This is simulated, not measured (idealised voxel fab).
Name of the process module below: voxel wiring stack
We display cut, a cross-section 235 nm in width whose square cells are each 5 nm.
A cross-section is a grid of square cells, given in bands from the top down. A band is one or more rows of cells.
Top height, bottom height, nm. Materials left to right, width each, nm. Single material + "everywhere" = fills band edge to edge. "air" = empty.
Height reference: 0 = level under which incoming wafer is all one material. Lowest band: no bottom, runs on downward, e.g. "0..down".
A width such as "30->40" changes by the same amount from each row of cells to the next, from the band's top row to its bottom row.
Any step labelled "everything unchanged" changed none of the cells in the cross-section.
So "Closed cavity list" is basically the list of trapped voids: any empty space of 8 cells or more that can't reach the top through an opening. They're written width x height at distance, the distance being from the left edge, and it's all nm.
Formally, on a step line, whatever follows the settings is a remark that the simulator itself makes on the step.
overlay nm: right-of-plan distance of the mask on a masked step; negative values mean left-of-plan.
If you're wondering how to read the rest of this, here's the deal. It's pairs of cross-sections: one from before a process step, one from after it. The after one is only drawn as far down as the lowest band that changed. Right under each pair you'll see which step sits between them and what its settings were. Don't read the pairs as one continuous story, though. They can come from different runs of this module on the same starting wafer, and a pair only carries on from the one above it where its entry headed "State on entry" says so.

[State on entry]
    125..120  65 nm TiN  15 nm air  30 nm TiN  15 nm air  30 nm TiN  15 nm air  65 nm TiN
    120..105  60 nm lowk  5 nm TiN  15 nm air  5 nm TiN  20 nm lowk  5 nm TiN  15 nm air  5 nm TiN  20 nm lowk  5 nm TiN  15 nm air  5 nm TiN  60 nm lowk
    105..100  60 nm SiN  25 nm TiN  20 nm SiN  25 nm TiN  20 nm SiN  25 nm TiN  60 nm SiN
    100..80  60 nm lowk  15 nm Ru  75 nm lowk  15 nm Ru  70 nm lowk
    80..75  60 nm SiCN  15 nm Ru  75 nm SiCN  15 nm Ru  70 nm SiCN
    75..60  60 nm lowk  5 nm TiN  15 nm Cu  5 nm TiN  20 nm lowk  5 nm TiN  15 nm Cu  5 nm TiN  20 nm lowk  5 nm TiN  15 nm Cu  5 nm TiN  60 nm lowk
    60..55  60 nm lowk  5 nm TiN  5 nm Cu  15 nm TiN  20 nm lowk  25 nm TiN  20 nm lowk  5 nm TiN  5 nm Cu  15 nm TiN  60 nm lowk
    55..45  60 nm lowk  5 nm TiN  5 nm Cu  5 nm TiN  75 nm lowk  5 nm TiN  5 nm Cu  5 nm TiN  70 nm lowk
    45..40  60 nm SiCN  15 nm TiN  75 nm SiCN  15 nm TiN  70 nm SiCN
    40..35  65 nm TiN  15 nm Cu  30 nm TiN  15 nm Cu  30 nm TiN  15 nm Cu  65 nm TiN
    35..15  60 nm SiO2  5 nm TiN  15 nm Cu  5 nm TiN  20 nm SiO2  5 nm TiN  15 nm Cu  5 nm TiN  20 nm SiO2  5 nm TiN  15 nm Cu  5 nm TiN  60 nm SiO2
    15..10  60 nm SiCN  25 nm TiN  20 nm SiCN  25 nm TiN  20 nm SiCN  25 nm TiN  60 nm SiCN
    10..0  SiO2 everywhere
    0..down  Si everywhere
    Closed cavity list: none

[Post-Process View]
    135..125  Cu everywhere
    125..120  65 nm TiN  15 nm Cu  30 nm TiN  15 nm Cu  30 nm TiN  15 nm Cu  65 nm TiN
    120..105  60 nm lowk  5 nm TiN  15 nm Cu  5 nm TiN  20 nm lowk  5 nm TiN  15 nm Cu  5 nm TiN  20 nm lowk  5 nm TiN  15 nm Cu  5 nm TiN  60 nm lowk
    All layers under 105 are left as they were.
    Closed cavity list: none
Quick note on the step between the two cross-sections above: FILL_DEP [material Cu] [thk nm 10]

State on entry: The structure entering this step is exactly what the pair just above shows after its step.

[Post-Process View]
    120..105  60 nm lowk  5 nm TiN  15 nm Cu  5 nm TiN  20 nm lowk  5 nm TiN  15 nm Cu  5 nm TiN  20 nm lowk  5 nm TiN  15 nm Cu  5 nm TiN  60 nm lowk
    All layers under 105 are left as they were.
    Closed cavity list: none
Quick note on the step between the two cross-sections above: CMP [height nm 120]

State on entry: The structure entering this step is exactly what the pair just above shows after its step.

[Post-Process View]
    125..120  55 nm air  35 nm Ru  10 nm air  35 nm Ru  10 nm air  35 nm Ru  55 nm air
    All layers under 120 are left as they were.
    Closed cavity list: none
Quick note on the step between the two cross-sections above: EPI [material Ru] [thk nm 5]

State on entry: The structure entering this step is exactly what the pair just above shows after its step.

[Post-Process View]
    130..125  SiCN everywhere
    125..120  55 nm SiCN  35 nm Ru  10 nm SiCN  35 nm Ru  10 nm SiCN  35 nm Ru  55 nm SiCN
    All layers under 120 are left as they were.
    Closed cavity list: none
Quick note on the step between the two cross-sections above: FILL_DEP [material SiCN] [thk nm 5]

State on entry: The structure entering this step is exactly what the pair just above shows after its step.

[Post-Process View]
    140..130  SiO2 everywhere
    All layers under 130 are left as they were.
    Closed cavity list: none
Quick note on the step between the two cross-sections above: DIRECTIONAL_DEP [material SiO2] [thk nm 10]

State on entry: The structure entering this step is exactly what the pair just above shows after its step.

[Post-Process View]
    155..140  60 nm resist  15 nm air  30 nm resist  15 nm air  30 nm resist  15 nm air  70 nm resist
    All layers under 140 are left as they were.
    Closed cavity list: none
Quick note on the step between the two cross-sections above: PATTERN [tone open] [mask id PLUG_3] [material resist] [width nm 15] [pitch nm 45] [thk nm 15] [overlay nm 0]

State on entry: The structure entering this step is exactly what the pair just above shows after its step.

[Post-Process View]
    155..140  60 nm resist  15 nm air  30 nm resist  15 nm air  30 nm resist  15 nm air  70 nm resist
    140..130  60 nm SiO2  15 nm air  30 nm SiO2  15 nm air  30 nm SiO2  15 nm air  70 nm SiO2
    All layers under 130 are left as they were.
    Closed cavity list: none
Quick note on the step between the two cross-sections above: DIRECTIONAL_ETCH [etch materials SiO2] [depth nm 10]

State on entry: The structure entering this step is exactly what the pair just above shows after its step.

[Post-Process View]
    155..140  60 nm resist  15 nm air  30 nm resist  15 nm air  30 nm resist  15 nm air  70 nm resist
    140..130  60 nm SiO2  15 nm air  30 nm SiO2  15 nm air  30 nm SiO2  15 nm air  70 nm SiO2
    130..125  60 nm SiCN  15 nm air  30 nm SiCN  15 nm air  30 nm SiCN  15 nm air  70 nm SiCN
    All layers under 125 are left as they were.
    Closed cavity list: none
Quick note on the step between the two cross-sections above: DIRECTIONAL_ETCH [etch materials SiCN] [depth nm 5]

State on entry: The structure entering this step is exactly what the pair just above shows after its step.

[Post-Process View]
    140..130  60 nm SiO2  15 nm air  30 nm SiO2  15 nm air  30 nm SiO2  15 nm air  70 nm SiO2
    All layers under 130 are left as they were.
    Closed cavity list: none
Quick note on the step between the two cross-sections above: STRIP [etch materials resist]

State on entry: The structure entering this step is exactly what the pair just above shows after its step.

[Post-Process View]
    140..135  60 nm SiO2  15 nm air  30 nm SiO2  15 nm air  30 nm SiO2  15 nm air  70 nm SiO2
    135..130  60 nm SiO2  15 nm Ru  30 nm SiO2  15 nm Ru  30 nm SiO2  15 nm Ru  70 nm SiO2
    130..120  60->55 nm SiCN  15->35 nm Ru  30->10 nm SiCN  15->35 nm Ru  30->10 nm SiCN  15->35 nm Ru  70->55 nm SiCN
    All layers under 120 are left as they were.
    Closed cavity list: none
Quick note on the step between the two cross-sections above: EPI [material Ru] [thk nm 10]

State on entry: The structure entering this step is exactly what the pair just above shows after its step.

[Post-Process View]
    140..130  60 nm SiO2  15 nm Ru  30 nm SiO2  15 nm Ru  30 nm SiO2  15 nm Ru  70 nm SiO2
    All layers under 130 are left as they were.
    Closed cavity list: none
Quick note on the step between the two cross-sections above: EPI [material Ru] [thk nm 5]

State on entry: The structure entering this step is exactly what the pair just above shows after its step.

[Post-Process View]
    145..140  SiCN everywhere
    All layers under 140 are left as they were.
    Closed cavity list: none
Quick note on the step between the two cross-sections above: CONFORMAL_DEP [material SiCN] [thk nm 5]

State on entry: The structure entering this step is exactly what the pair just above shows after its step.

[Post-Process View]
    165..145  SiO2 everywhere
    All layers under 145 are left as they were.
    Closed cavity list: none
Quick note on the step between the two cross-sections above: DIRECTIONAL_DEP [material SiO2] [thk nm 20]

State on entry: The structure entering this step is exactly what the pair just above shows after its step.

[Post-Process View]
    180..165  60 nm resist  25 nm air  20 nm resist  25 nm air  20 nm resist  25 nm air  60 nm resist
    All layers under 165 are left as they were.
    Closed cavity list: none
Quick note on the step between the two cross-sections above: PATTERN [tone open] [mask id METAL_4] [material resist] [width nm 25] [pitch nm 45] [thk nm 15] [overlay nm 0]

State on entry: The structure entering this step is exactly what the pair just above shows after its step.

[Post-Process View]
    180..165  60 nm resist  25 nm air  20 nm resist  25 nm air  20 nm resist  25 nm air  60 nm resist
    165..145  60 nm SiO2  25 nm air  20 nm SiO2  25 nm air  20 nm SiO2  25 nm air  60 nm SiO2
    All layers under 145 are left as they were.
    Closed cavity list: none
Quick note on the step between the two cross-sections above: DIRECTIONAL_ETCH [etch materials SiO2] [depth nm 20]

State on entry: The structure entering this step is exactly what the pair just above shows after its step.

[Post-Process View]
    180..165  60 nm resist  25 nm air  20 nm resist  25 nm air  20 nm resist  25 nm air  60 nm resist
    165..145  60 nm SiO2  25 nm air  20 nm SiO2  25 nm air  20 nm SiO2  25 nm air  60 nm SiO2
    145..140  60 nm SiCN  25 nm air  20 nm SiCN  25 nm air  20 nm SiCN  25 nm air  60 nm SiCN
    All layers under 140 are left as they were.
    Closed cavity list: none
Quick note on the step between the two cross-sections above: DIRECTIONAL_ETCH [etch materials SiCN] [depth nm 5]

State on entry: The structure entering this step is exactly what the pair just above shows after its step.

[Post-Process View]
    165..145  60 nm SiO2  25 nm air  20 nm SiO2  25 nm air  20 nm SiO2  25 nm air  60 nm SiO2
    All layers under 145 are left as they were.
    Closed cavity list: none
Quick note on the step between the two cross-sections above: STRIP [etch materials resist]

State on entry: The structure entering this step is exactly what the pair just above shows after its step.

[Post-Process View]
    170..165  65 nm TiN  15 nm air  30 nm TiN  15 nm air  30 nm TiN  15 nm air  65 nm TiN
    165..145  60 nm SiO2  5 nm TiN  15 nm air  5 nm TiN  20 nm SiO2  5 nm TiN  15 nm air  5 nm TiN  20 nm SiO2  5 nm TiN  15 nm air  5 nm TiN  60 nm SiO2
    145..140  60 nm SiCN  25 nm TiN  20 nm SiCN  25 nm TiN  20 nm SiCN  25 nm TiN  60 nm SiCN
    All layers under 140 are left as they were.
    Closed cavity list: none
Quick note on the step between the two cross-sections above: CONFORMAL_DEP [material TiN] [thk nm 5]

State on entry: The structure entering this step is exactly what the pair just above shows after its step.

[Post-Process View]
    180..170  W everywhere
    170..165  65 nm TiN  15 nm W  30 nm TiN  15 nm W  30 nm TiN  15 nm W  65 nm TiN
    165..145  60 nm SiO2  5 nm TiN  15 nm W  5 nm TiN  20 nm SiO2  5 nm TiN  15 nm W  5 nm TiN  20 nm SiO2  5 nm TiN  15 nm W  5 nm TiN  60 nm SiO2
    All layers under 145 are left as they were.
    Closed cavity list: none
Quick note on the step between the two cross-sections above: FILL_DEP [material W] [thk nm 10]

State on entry: The structure entering this step is exactly what the pair just above shows after its step.

[Post-Process View]
    165..145  60 nm SiO2  5 nm TiN  15 nm W  5 nm TiN  20 nm SiO2  5 nm TiN  15 nm W  5 nm TiN  20 nm SiO2  5 nm TiN  15 nm W  5 nm TiN  60 nm SiO2
    All layers under 145 are left as they were.
    Closed cavity list: none
Quick note on the step between the two cross-sections above: CMP [height nm 165]

State on entry: The structure entering this step is exactly what the pair just above shows after its step.

[Post-Process View]
    170..165  SiCN everywhere
    All layers under 165 are left as they were.
    Closed cavity list: none
Quick note on the step between the two cross-sections above: CONFORMAL_DEP [material SiCN] [thk nm 5]

[State on entry]
    120..105  lowk everywhere
    105..100  SiN everywhere
    100..80  60 nm lowk  15 nm Ru  75 nm lowk  15 nm Ru  70 nm lowk
    80..75  60 nm SiCN  15 nm Ru  75 nm SiCN  15 nm Ru  70 nm SiCN
    75..60  60 nm lowk  5 nm TiN  15 nm Cu  5 nm TiN  20 nm lowk  5 nm TiN  15 nm Cu  5 nm TiN  20 nm lowk  5 nm TiN  15 nm Cu  5 nm TiN  60 nm lowk
    60..55  60 nm lowk  5 nm TiN  5 nm Cu  15 nm TiN  20 nm lowk  25 nm TiN  20 nm lowk  5 nm TiN  5 nm Cu  15 nm TiN  60 nm lowk
    55..45  60 nm lowk  5 nm TiN  5 nm Cu  5 nm TiN  75 nm lowk  5 nm TiN  5 nm Cu  5 nm TiN  70 nm lowk
    45..40  60 nm SiCN  15 nm TiN  75 nm SiCN  15 nm TiN  70 nm SiCN
    40..15  60 nm SiO2  5 nm TiN  15 nm Cu  5 nm TiN  20 nm SiO2  5 nm TiN  15 nm Cu  5 nm TiN  20 nm SiO2  5 nm TiN  15 nm Cu  5 nm TiN  60 nm SiO2
    15..10  60 nm SiCN  25 nm TiN  20 nm SiCN  25 nm TiN  20 nm SiCN  25 nm TiN  60 nm SiCN
    10..0  SiO2 everywhere
    0..down  Si everywhere
    Closed cavity list: none

[Post-Process View]
    140..120  65 nm resist  20 nm air  25 nm resist  20 nm air  25 nm resist  20 nm air  60 nm resist
    All layers under 120 are left as they were.
    Closed cavity list: none
Quick note on the step between the two cross-sections above: PATTERN [tone open] [mask id METAL_3] [material resist] [width nm 20] [pitch nm 45] [thk nm 20] [overlay nm 0]

State on entry: The structure entering this step is exactly what the pair just above shows after its step.

[Post-Process View]
    140..120  65 nm resist  20 nm air  25 nm resist  20 nm air  25 nm resist  20 nm air  60 nm resist
    120..105  65 nm lowk  20 nm air  25 nm lowk  20 nm air  25 nm lowk  20 nm air  60 nm lowk
    All layers under 105 are left as they were.
    Closed cavity list: none
Quick note on the step between the two cross-sections above: DIRECTIONAL_ETCH [etch materials lowk] [depth nm 15]

State on entry: The structure entering this step is exactly what the pair just above shows after its step.

[Post-Process View]
    140..120  65 nm resist  20 nm air  25 nm resist  20 nm air  25 nm resist  20 nm air  60 nm resist
    120..105  65 nm lowk  20 nm air  25 nm lowk  20 nm air  25 nm lowk  20 nm air  60 nm lowk
    105..100  65 nm SiN  20 nm air  25 nm SiN  20 nm air  25 nm SiN  20 nm air  60 nm SiN
    All layers under 100 are left as they were.
    Closed cavity list: none
Quick note on the step between the two cross-sections above: DIRECTIONAL_ETCH [etch materials SiN] [depth nm 5]

State on entry: The structure entering this step is exactly what the pair just above shows after its step.

[Post-Process View]
    120..105  65 nm lowk  20 nm air  25 nm lowk  20 nm air  25 nm lowk  20 nm air  60 nm lowk
    All layers under 105 are left as they were.
    Closed cavity list: none
Quick note on the step between the two cross-sections above: STRIP [etch materials resist]

State on entry: The structure entering this step is exactly what the pair just above shows after its step.

[Post-Process View]
    125..120  70 nm TiN  10 nm air  35 nm TiN  10 nm air  35 nm TiN  10 nm air  65 nm TiN
    120..105  65 nm lowk  5 nm TiN  10 nm air  5 nm TiN  25 nm lowk  5 nm TiN  10 nm air  5 nm TiN  25 nm lowk  5 nm TiN  10 nm air  5 nm TiN  60 nm lowk
    105..100  65 nm SiN  20 nm TiN  25 nm SiN  20 nm TiN  25 nm SiN  20 nm TiN  60 nm SiN
    All layers under 100 are left as they were.
    Closed cavity list: none
Quick note on the step between the two cross-sections above: CONFORMAL_DEP [material TiN] [thk nm 5]

State on entry: The structure entering this step is exactly what the pair just above shows after its step.

[Post-Process View]
    135..125  Cu everywhere
    125..120  70 nm TiN  10 nm Cu  35 nm TiN  10 nm Cu  35 nm TiN  10 nm Cu  65 nm TiN
    120..105  65 nm lowk  5 nm TiN  10 nm Cu  5 nm TiN  25 nm lowk  5 nm TiN  10 nm Cu  5 nm TiN  25 nm lowk  5 nm TiN  10 nm Cu  5 nm TiN  60 nm lowk
    All layers under 105 are left as they were.
    Closed cavity list: none
Quick note on the step between the two cross-sections above: FILL_DEP [material Cu] [thk nm 10]

State on entry: The structure entering this step is exactly what the pair just above shows after its step.

[Post-Process View]
    120..105  65 nm lowk  5 nm TiN  10 nm Cu  5 nm TiN  25 nm lowk  5 nm TiN  10 nm Cu  5 nm TiN  25 nm lowk  5 nm TiN  10 nm Cu  5 nm TiN  60 nm lowk
    All layers under 105 are left as they were.
    Closed cavity list: none
Quick note on the step between the two cross-sections above: CMP [height nm 120]

State on entry: The structure entering this step is exactly what the pair just above shows after its step.

[Post-Process View]
    125..120  60 nm air  30 nm Ru  15 nm air  30 nm Ru  15 nm air  30 nm Ru  55 nm air
    All layers under 120 are left as they were.
    Closed cavity list: none
Quick note on the step between the two cross-sections above: EPI [material Ru] [thk nm 5]

State on entry: The structure entering this step is exactly what the pair just above shows after its step.

[Post-Process View]
    130..125  SiCN everywhere
    125..120  60 nm SiCN  30 nm Ru  15 nm SiCN  30 nm Ru  15 nm SiCN  30 nm Ru  55 nm SiCN
    All layers under 120 are left as they were.
    Closed cavity list: none
Quick note on the step between the two cross-sections above: FILL_DEP [material SiCN] [thk nm 5]

State on entry: The structure entering this step is exactly what the pair just above shows after its step.

[Post-Process View]
    140..130  SiO2 everywhere
    All layers under 130 are left as they were.
    Closed cavity list: none
Quick note on the step between the two cross-sections above: DIRECTIONAL_DEP [material SiO2] [thk nm 10]

State on entry: The structure entering this step is exactly what the pair just above shows after its step.

[Post-Process View]
    155..140  60 nm resist  15 nm air  30 nm resist  15 nm air  30 nm resist  15 nm air  70 nm resist
    All layers under 140 are left as they were.
    Closed cavity list: none
Quick note on the step between the two cross-sections above: PATTERN [tone open] [mask id PLUG_3] [material resist] [width nm 15] [pitch nm 45] [thk nm 15] [overlay nm 0]

State on entry: The structure entering this step is exactly what the pair just above shows after its step.

[Post-Process View]
    155..140  60 nm resist  15 nm air  30 nm resist  15 nm air  30 nm resist  15 nm air  70 nm resist
    140..130  60 nm SiO2  15 nm air  30 nm SiO2  15 nm air  30 nm SiO2  15 nm air  70 nm SiO2
    All layers under 130 are left as they were.
    Closed cavity list: none
Quick note on the step between the two cross-sections above: DIRECTIONAL_ETCH [etch materials SiO2] [depth nm 10]

State on entry: The structure entering this step is exactly what the pair just above shows after its step.

[Post-Process View]
    155..140  60 nm resist  15 nm air  30 nm resist  15 nm air  30 nm resist  15 nm air  70 nm resist
    140..130  60 nm SiO2  15 nm air  30 nm SiO2  15 nm air  30 nm SiO2  15 nm air  70 nm SiO2
    130..125  60 nm SiCN  15 nm air  30 nm SiCN  15 nm air  30 nm SiCN  15 nm air  70 nm SiCN
    All layers under 125 are left as they were.
    Closed cavity list: none
Quick note on the step between the two cross-sections above: DIRECTIONAL_ETCH [etch materials SiCN] [depth nm 5]

State on entry: The structure entering this step is exactly what the pair just above shows after its step.

[Post-Process View]
    140..130  60 nm SiO2  15 nm air  30 nm SiO2  15 nm air  30 nm SiO2  15 nm air  70 nm SiO2
    All layers under 130 are left as they were.
    Closed cavity list: none
Quick note on the step between the two cross-sections above: STRIP [etch materials resist]

State on entry: The structure entering this step is exactly what the pair just above shows after its step.

[Post-Process View]
    140..135  60 nm SiO2  15 nm air  30 nm SiO2  15 nm air  30 nm SiO2  15 nm air  70 nm SiO2
    135..130  60 nm SiO2  15 nm Ru  30 nm SiO2  15 nm Ru  30 nm SiO2  15 nm Ru  70 nm SiO2
    130..120  60 nm SiCN  15->30 nm Ru  30->15 nm SiCN  15->30 nm Ru  30->15 nm SiCN  15->30 nm Ru  70->55 nm SiCN
    All layers under 120 are left as they were.
    Closed cavity list: none
Quick note on the step between the two cross-sections above: EPI [material Ru] [thk nm 10]

State on entry: The structure entering this step is exactly what the pair just above shows after its step.

[Post-Process View]
    140..130  60 nm SiO2  15 nm Ru  30 nm SiO2  15 nm Ru  30 nm SiO2  15 nm Ru  70 nm SiO2
    All layers under 130 are left as they were.
    Closed cavity list: none
Quick note on the step between the two cross-sections above: EPI [material Ru] [thk nm 5]

State on entry: The structure entering this step is exactly what the pair just above shows after its step.

[Post-Process View]
    145..140  SiCN everywhere
    All layers under 140 are left as they were.
    Closed cavity list: none
Quick note on the step between the two cross-sections above: CONFORMAL_DEP [material SiCN] [thk nm 5]

State on entry: The structure entering this step is exactly what the pair just above shows after its step.

[Post-Process View]
    165..145  SiO2 everywhere
    All layers under 145 are left as they were.
    Closed cavity list: none
Quick note on the step between the two cross-sections above: DIRECTIONAL_DEP [material SiO2] [thk nm 20]

State on entry: The structure entering this step is exactly what the pair just above shows after its step.

[Post-Process View]
    180..165  60 nm resist  25 nm air  20 nm resist  25 nm air  20 nm resist  25 nm air  60 nm resist
    All layers under 165 are left as they were.
    Closed cavity list: none
Quick note on the step between the two cross-sections above: PATTERN [tone open] [mask id METAL_4] [material resist] [width nm 25] [pitch nm 45] [thk nm 15] [overlay nm 0]

State on entry: The structure entering this step is exactly what the pair just above shows after its step.

[Post-Process View]
    180..165  60 nm resist  25 nm air  20 nm resist  25 nm air  20 nm resist  25 nm air  60 nm resist
    165..145  60 nm SiO2  25 nm air  20 nm SiO2  25 nm air  20 nm SiO2  25 nm air  60 nm SiO2
    All layers under 145 are left as they were.
    Closed cavity list: none
Quick note on the step between the two cross-sections above: DIRECTIONAL_ETCH [etch materials SiO2] [depth nm 20]

State on entry: The structure entering this step is exactly what the pair just above shows after its step.

[Post-Process View]
    180..165  60 nm resist  25 nm air  20 nm resist  25 nm air  20 nm resist  25 nm air  60 nm resist
    165..145  60 nm SiO2  25 nm air  20 nm SiO2  25 nm air  20 nm SiO2  25 nm air  60 nm SiO2
    145..140  60 nm SiCN  25 nm air  20 nm SiCN  25 nm air  20 nm SiCN  25 nm air  60 nm SiCN
    All layers under 140 are left as they were.
    Closed cavity list: none
Quick note on the step between the two cross-sections above: DIRECTIONAL_ETCH [etch materials SiCN] [depth nm 5]

State on entry: The structure entering this step is exactly what the pair just above shows after its step.

[Post-Process View]
    165..145  60 nm SiO2  25 nm air  20 nm SiO2  25 nm air  20 nm SiO2  25 nm air  60 nm SiO2
    All layers under 145 are left as they were.
    Closed cavity list: none
Quick note on the step between the two cross-sections above: STRIP [etch materials resist]

State on entry: The structure entering this step is exactly what the pair just above shows after its step.

[Post-Process View]
    170..165  65 nm TiN  15 nm air  30 nm TiN  15 nm air  30 nm TiN  15 nm air  65 nm TiN
    165..145  60 nm SiO2  5 nm TiN  15 nm air  5 nm TiN  20 nm SiO2  5 nm TiN  15 nm air  5 nm TiN  20 nm SiO2  5 nm TiN  15 nm air  5 nm TiN  60 nm SiO2
    145..140  60 nm SiCN  25 nm TiN  20 nm SiCN  25 nm TiN  20 nm SiCN  25 nm TiN  60 nm SiCN
    All layers under 140 are left as they were.
    Closed cavity list: none
Quick note on the step between the two cross-sections above: CONFORMAL_DEP [material TiN] [thk nm 5]

State on entry: The structure entering this step is exactly what the pair just above shows after its step.

[Post-Process View]
    180..170  W everywhere
    170..165  65 nm TiN  15 nm W  30 nm TiN  15 nm W  30 nm TiN  15 nm W  65 nm TiN
    165..145  60 nm SiO2  5 nm TiN  15 nm W  5 nm TiN  20 nm SiO2  5 nm TiN  15 nm W  5 nm TiN  20 nm SiO2  5 nm TiN  15 nm W  5 nm TiN  60 nm SiO2
    All layers under 145 are left as they were.
    Closed cavity list: none
Quick note on the step between the two cross-sections above: FILL_DEP [material W] [thk nm 10]

State on entry: The structure entering this step is exactly what the pair just above shows after its step.

[Post-Process View]
    165..145  60 nm SiO2  5 nm TiN  15 nm W  5 nm TiN  20 nm SiO2  5 nm TiN  15 nm W  5 nm TiN  20 nm SiO2  5 nm TiN  15 nm W  5 nm TiN  60 nm SiO2
    All layers under 145 are left as they were.
    Closed cavity list: none
Quick note on the step between the two cross-sections above: CMP [height nm 165]

State on entry: The structure entering this step is exactly what the pair just above shows after its step.

[Post-Process View]
    170..165  SiCN everywhere
    All layers under 165 are left as they were.
    Closed cavity list: none
Quick note on the step between the two cross-sections above: CONFORMAL_DEP [material SiCN] [thk nm 5]

[State on entry]
    85..75  aC everywhere
    75..45  lowk everywhere
    45..40  SiCN everywhere
    40..15  60 nm SiO2  5 nm TiN  15 nm Cu  5 nm TiN  20 nm SiO2  5 nm TiN  15 nm Cu  5 nm TiN  20 nm SiO2  5 nm TiN  15 nm Cu  5 nm TiN  60 nm SiO2
    15..10  60 nm SiCN  25 nm TiN  20 nm SiCN  25 nm TiN  20 nm SiCN  25 nm TiN  60 nm SiCN
    10..0  SiO2 everywhere
    0..down  Si everywhere
    Closed cavity list: none

[Post-Process View]
    115..85  70 nm resist  15 nm air  75 nm resist  15 nm air  60 nm resist
    All layers under 85 are left as they were.
    Closed cavity list: none
Quick note on the step between the two cross-sections above: PATTERN [tone open] [mask id METAL_2_HOLES] [material resist] [width nm 15] [pitch nm 90] [thk nm 30] [overlay nm 10]

State on entry: The structure entering this step is exactly what the pair just above shows after its step.

[Post-Process View]
    105..85  70 nm resist  15 nm air  75 nm resist  15 nm air  60 nm resist
    85..75  70 nm aC  15 nm air  75 nm aC  15 nm air  60 nm aC
    All layers under 75 are left as they were.
    Closed cavity list: none
Quick note on the step between the two cross-sections above: DIRECTIONAL_ETCH [etch materials aC] [depth nm 10]

State on entry: The structure entering this step is exactly what the pair just above shows after its step.

[Post-Process View]
    85..75  70 nm aC  15 nm air  75 nm aC  15 nm air  60 nm aC
    All layers under 75 are left as they were.
    Closed cavity list: none
Quick note on the step between the two cross-sections above: STRIP [etch materials resist]

State on entry: The structure entering this step is exactly what the pair just above shows after its step.

[Post-Process View]
    85..75  70 nm aC  15 nm air  75 nm aC  15 nm air  60 nm aC
    75..45  70 nm lowk  15 nm air  75 nm lowk  15 nm air  60 nm lowk
    All layers under 45 are left as they were.
    Closed cavity list: none
Quick note on the step between the two cross-sections above: DIRECTIONAL_ETCH [etch materials lowk] [depth nm 30]

State on entry: The structure entering this step is exactly what the pair just above shows after its step.

[Post-Process View]
    75..45  70 nm lowk  15 nm air  75 nm lowk  15 nm air  60 nm lowk
    All layers under 45 are left as they were.
    Closed cavity list: none
Quick note on the step between the two cross-sections above: STRIP [etch materials aC]

State on entry: The structure entering this step is exactly what the pair just above shows after its step.

[Post-Process View]
    75..55  60 nm lowk  25 nm air  20 nm lowk  25 nm air  20 nm lowk  25 nm air  60 nm lowk
    All layers under 55 are left as they were.
    Closed cavity list: none
Quick note on the step between the two cross-sections above: MASKED_ETCH [tone open] [mask id METAL_2] [width nm 25] [pitch nm 45] [etch materials lowk] [depth nm 20] [overlay nm 0]

State on entry: The structure entering this step is exactly what the pair just above shows after its step.

[Post-Process View]
    75..55  60 nm lowk  25 nm air  20 nm lowk  25 nm air  20 nm lowk  25 nm air  60 nm lowk
    55..45  70 nm lowk  15 nm air  75 nm lowk  15 nm air  60 nm lowk
    45..40  70 nm SiCN  15 nm air  75 nm SiCN  15 nm air  60 nm SiCN
    All layers under 40 are left as they were.
    Closed cavity list: none
Quick note on the step between the two cross-sections above: MASKED_ETCH [tone open] [mask id METAL_2] [width nm 25] [pitch nm 45] [etch materials SiCN] [depth nm 5] [overlay nm 0]

State on entry: The structure entering this step is exactly what the pair just above shows after its step.

[Post-Process View]
    80..75  65 nm TiN  15 nm air  30 nm TiN  15 nm air  30 nm TiN  15 nm air  65 nm TiN
    75..60  60 nm lowk  5 nm TiN  15 nm air  5 nm TiN  20 nm lowk  5 nm TiN  15 nm air  5 nm TiN  20 nm lowk  5 nm TiN  15 nm air  5 nm TiN  60 nm lowk
    60..55  60 nm lowk  15 nm TiN  5 nm air  5 nm TiN  20 nm lowk  25 nm TiN  20 nm lowk  15 nm TiN  5 nm air  5 nm TiN  60 nm lowk
    55..45  70 nm lowk  5 nm TiN  5 nm air  5 nm TiN  75 nm lowk  5 nm TiN  5 nm air  5 nm TiN  60 nm lowk
    45..40  70 nm SiCN  15 nm TiN  75 nm SiCN  15 nm TiN  60 nm SiCN
    All layers under 40 are left as they were.
    Closed cavity list: none
Quick note on the step between the two cross-sections above: CONFORMAL_DEP [material TiN] [thk nm 5]

State on entry: The structure entering this step is exactly what the pair just above shows after its step.

[Post-Process View]
    85..80  Cu everywhere
    80..75  65 nm TiN  15 nm Cu  30 nm TiN  15 nm Cu  30 nm TiN  15 nm Cu  65 nm TiN
    75..60  60 nm lowk  5 nm TiN  15 nm Cu  5 nm TiN  20 nm lowk  5 nm TiN  15 nm Cu  5 nm TiN  20 nm lowk  5 nm TiN  15 nm Cu  5 nm TiN  60 nm lowk
    60..55  60 nm lowk  15 nm TiN  5 nm Cu  5 nm TiN  20 nm lowk  25 nm TiN  20 nm lowk  15 nm TiN  5 nm Cu  5 nm TiN  60 nm lowk
    55..45  70 nm lowk  5 nm TiN  5 nm Cu  5 nm TiN  75 nm lowk  5 nm TiN  5 nm Cu  5 nm TiN  60 nm lowk
    All layers under 45 are left as they were.
    Closed cavity list: none
Quick note on the step between the two cross-sections above: FILL_DEP [material Cu] [thk nm 5]

State on entry: The structure entering this step is exactly what the pair just above shows after its step.

[Post-Process View]
    75..60  60 nm lowk  5 nm TiN  15 nm Cu  5 nm TiN  20 nm lowk  5 nm TiN  15 nm Cu  5 nm TiN  20 nm lowk  5 nm TiN  15 nm Cu  5 nm TiN  60 nm lowk
    All layers under 60 are left as they were.
    Closed cavity list: none
Quick note on the step between the two cross-sections above: CMP [height nm 75]

State on entry: The structure entering this step is exactly what the pair just above shows after its step.

[Post-Process View]
    80..75  SiCN everywhere
    All layers under 75 are left as they were.
    Closed cavity list: none
Quick note on the step between the two cross-sections above: CONFORMAL_DEP [material SiCN] [thk nm 5]

State on entry: The structure entering this step is exactly what the pair just above shows after its step.

[Post-Process View]
    100..80  lowk everywhere
    All layers under 80 are left as they were.
    Closed cavity list: none
Quick note on the step between the two cross-sections above: DIRECTIONAL_DEP [material lowk] [thk nm 20]

State on entry: The structure entering this step is exactly what the pair just above shows after its step.

[Post-Process View]
    100..80  60 nm lowk  15 nm air  75 nm lowk  15 nm air  70 nm lowk
    All layers under 80 are left as they were.
    Closed cavity list: none
Quick note on the step between the two cross-sections above: MASKED_ETCH [tone open] [mask id PLUG_2] [width nm 15] [pitch nm 90] [etch materials lowk] [depth nm 20] [overlay nm 0]

State on entry: The structure entering this step is exactly what the pair just above shows after its step.

[Post-Process View]
    100..80  60 nm lowk  15 nm air  75 nm lowk  15 nm air  70 nm lowk
    80..75  60 nm SiCN  15 nm air  75 nm SiCN  15 nm air  70 nm SiCN
    All layers under 75 are left as they were.
    Closed cavity list: none
Quick note on the step between the two cross-sections above: MASKED_ETCH [tone open] [mask id PLUG_2] [width nm 15] [pitch nm 90] [etch materials SiCN] [depth nm 5] [overlay nm 0]
